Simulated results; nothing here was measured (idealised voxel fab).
process module | voxel self aligned contacts
cross-section cut | 180 nm wide | cells 5 nm
A cross-section is a grid of square cells, given in bands from the top down. A band is one or more rows of cells.
Each band's line starts with the height of the band's top and of its bottom, in nm. Then come its materials from left to right, each with its width in nm. One material with "throughout" fills the band from edge to edge. "air" is empty space.
Height 0 is the level under which the wafer as received is all one material. The lowest band goes on downwards, as in "0 down".
A width such as "30 to 40" changes by the same amount from each row of cells to the next, from the band's top row to its bottom row.
"no change" after a step means that no cell of the cross-section changed.
closed voids: empty space of 8 cells or more with no open way to the top, each as width x height at its distance from the left edge, in nm
after a step's settings: what the simulator itself notes on the step
overlay nm, on a step with a mask: how far to the right of its planned place the mask lay; to the left if negative
plan
1 op RECEIVE | material Si
2 op CONFORMAL_DEP | material SiO2 | thk nm 5
3 op DIRECTIONAL_DEP | material polySi | thk nm 25
4 op DIRECTIONAL_DEP | material SiN | thk nm 20
5 op PATTERN | tone cover | mask id GATE | material resist | width nm 35 | pitch nm 70 | thk nm 15 | overlay nm 0
6 op DIRECTIONAL_ETCH | etch materials SiN | depth nm 20
7 op DIRECTIONAL_ETCH | etch materials polySi | depth nm 25
8 op STRIP | etch materials resist
9 op CONFORMAL_DEP | material SiN | thk nm 5
10 op DIRECTIONAL_ETCH | etch materials SiN | depth nm 5
11 op FILL_DEP | material SiO2 | thk nm 15
12 op CMP | height nm 60
13 op MASKED_ETCH | tone open | mask id CONTACT | width nm 55 | etch materials SiO2 | depth nm 60 | overlay nm 0
14 op CONFORMAL_DEP | material TiN | thk nm 5
15 op FILL_DEP | material W | thk nm 5
16 op CMP | height nm 60
17 op CONFORMAL_DEP | material SiN | thk nm 5
varied across the wafers: thk nm of step 9. The plan shows the first wafer's value. All wafers start alike
first wafer as received, after step 1
  0 down: Si throughout
  closed voids: none
first wafer at the end, after step 17
  65 to 60: SiN throughout
  60 to 50: SiO2 60 | TiN 5 to 20 | W 45 to 15 | TiN 5 to 20 | SiO2 65
  50 to 30: SiO2 30 | SiN 45 | TiN 5 | W 15 | TiN 5 | SiN 45 | SiO2 35
  30 to 5: SiO2 30 | SiN 5 | polySi 35 | SiN 5 | TiN 5 | W 15 | TiN 5 | SiN 5 | polySi 35 | SiN 5 | SiO2 35
  5 to 0: SiO2 75 | TiN 25 | SiO2 80
  0 down: Si throughout
  closed voids: none
last wafer at the end
  65 to 60: SiN throughout
  60 to 30: SiO2 15 | SiN 145 | SiO2 20
  30 to 20: SiO2 15 | SiN 20 | polySi 35 | SiN 35 | polySi 35 | SiN 20 | SiO2 20
  20 to 5: SiN 35 | polySi 35 | SiN 35 | polySi 35 | SiN 40
  5 to 0: SiO2 throughout
  0 down: Si throughout
  closed voids: none
each wafer at the end: cells of each material gained (+) or lost (-) since it was received, then its closed voids
thk nm 5 | +128 SiN | +198 SiO2 | +33 TiN | +39 W | +70 polySi | closed voids: none
thk nm 10 | +200 SiN | +160 SiO2 | +29 TiN | +9 W | +70 polySi | closed voids: none
thk nm 15 | +272 SiN | +117 SiO2 | +9 TiN | +70 polySi | closed voids: none
thk nm 20 | +306 SiN | +92 SiO2 | +70 polySi | closed voids: none
